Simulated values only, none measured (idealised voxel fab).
The following process module bears the name voxel self aligned vias.
Each square cell in cross-section cut measures 5 nm, and the section as a whole is 165 nm wide.
Reading order for cross-sections: top band down to bottom band. Underlying form: a grid of square cells. Band size: one or more rows of cells.
A band entry consists of two parts. The first gives the height of the band's top and the height of its bottom, in nm. The rest lists the band's materials from left to right, each with its width in nm. A single material labelled with the word "all across" fills the band from edge to edge, and the word "blank" marks empty space.
Below 0: as-received wafer, all one material; heights counted from there. Lowest band: no bottom, goes on down, written "0..down".
Width spec "30->40" -> top row of cells at first value, bottom row at second value, equal per-row change in between.
"remained the same" -> step changed no cross-section cell.
"Closed void listing" lists enclosed empty spaces (at least 8 cells, no open path upward to the top), each as width x height at distance from the left edge, in nm.
Note: text after step settings on the step line = simulator remark on that step.
"overlay nm" on a masked step: distance the mask lay right of its planned place, negative for left.

### Here's what the planned process steps look like
1. RECEIVE,material Si
2. CONFORMAL_DEP,material SiO2,thk nm 15
3. CONFORMAL_DEP,material SiCN,thk nm 5
4. DIRECTIONAL_DEP,material SiO2,thk nm 30
5. PATTERN,tone open,mask id LINES,material resist,width nm 25,pitch nm 75,thk nm 20,overlay nm 0
6. DIRECTIONAL_ETCH,etch materials SiO2,depth nm 30
7. STRIP,etch materials resist
8. CONFORMAL_DEP,material TiN,thk nm 5
9. FILL_DEP,material Ru,thk nm 5
10. CMP,height nm 50
11. SELECTIVE_ETCH,etch materials W Ru TiN,depth nm 5
12. FILL_DEP,material SiN,thk nm 5
13. CMP,height nm 50
14. DIRECTIONAL_DEP,material SiO2,thk nm 20
15. PATTERN,tone open,mask id VIAS,material resist,width nm 45,pitch nm 75,thk nm 20,overlay nm 0
16. DIRECTIONAL_ETCH,etch materials SiO2,depth nm 20
17. DIRECTIONAL_ETCH,etch materials SiN,depth nm 5
18. STRIP,etch materials resist
19. CONFORMAL_DEP,material TiN,thk nm 5
20. FILL_DEP,material Cu,thk nm 10
21. CMP,height nm 70
22. CONFORMAL_DEP,material SiN,thk nm 5

### Wafer at receipt (post step 1), cross-section
  0..down | Si all across
  Closed void listing: none

### First of two wafers at the end of the module, shown in cross-section; run carried out as planned
  75..70 | SiN all across
  70..55 | 20 SiO2; 5 TiN; 35 Cu; 5 TiN; 30 SiO2; 5 TiN; 35 Cu; 5 TiN; 25 SiO2
  55..50 | 20 SiO2; 15 TiN; 15 Cu; 15 TiN; 30 SiO2; 15 TiN; 15 Cu; 15 TiN; 25 SiO2
  50..45 | 30 SiO2; 25 TiN; 50 SiO2; 25 TiN; 35 SiO2
  45..25 | 30 SiO2; 5 TiN; 15 Ru; 5 TiN; 50 SiO2; 5 TiN; 15 Ru; 5 TiN; 35 SiO2
  25..20 | 30 SiO2; 25 TiN; 50 SiO2; 25 TiN; 35 SiO2
  20..15 | SiCN all across
  15..0 | SiO2 all across
  0..down | Si all across
  Closed void listing: none

### Same start, same plan as the first wafer - but one mistake in the run. Cross-section of the second of the two at the end of the module
  75..70 | SiN all across
  70..55 | 20 SiO2; 5 TiN; 35 Cu; 5 TiN; 30 SiO2; 5 TiN; 35 Cu; 5 TiN; 25 SiO2
  55..50 | 20 SiO2; 15 TiN; 15 Cu; 15 TiN; 30 SiO2; 15 TiN; 15 Cu; 15 TiN; 25 SiO2
  50..45 | 30 SiO2; 25 TiN; 50 SiO2; 25 TiN; 35 SiO2
  45..25 | 30 SiO2; 5 TiN; 15 Ru; 5 TiN; 50 SiO2; 5 TiN; 15 Ru; 5 TiN; 35 SiO2
  25..20 | 30 SiO2; 25 TiN; 50 SiO2; 25 TiN; 35 SiO2
  20..15 | Ru all across
  15..0 | SiO2 all across
  0..down | Si all across
  Closed void listing: none
Finding, execution versus plan: for step 3, the planned setting was not used; the step was instead run as CONFORMAL_DEP,material Ru,thk nm 5
At the finish, the second wafer shows more or fewer cells for some materials than the first does: Ru: 33 more | SiCN: 33 fewer
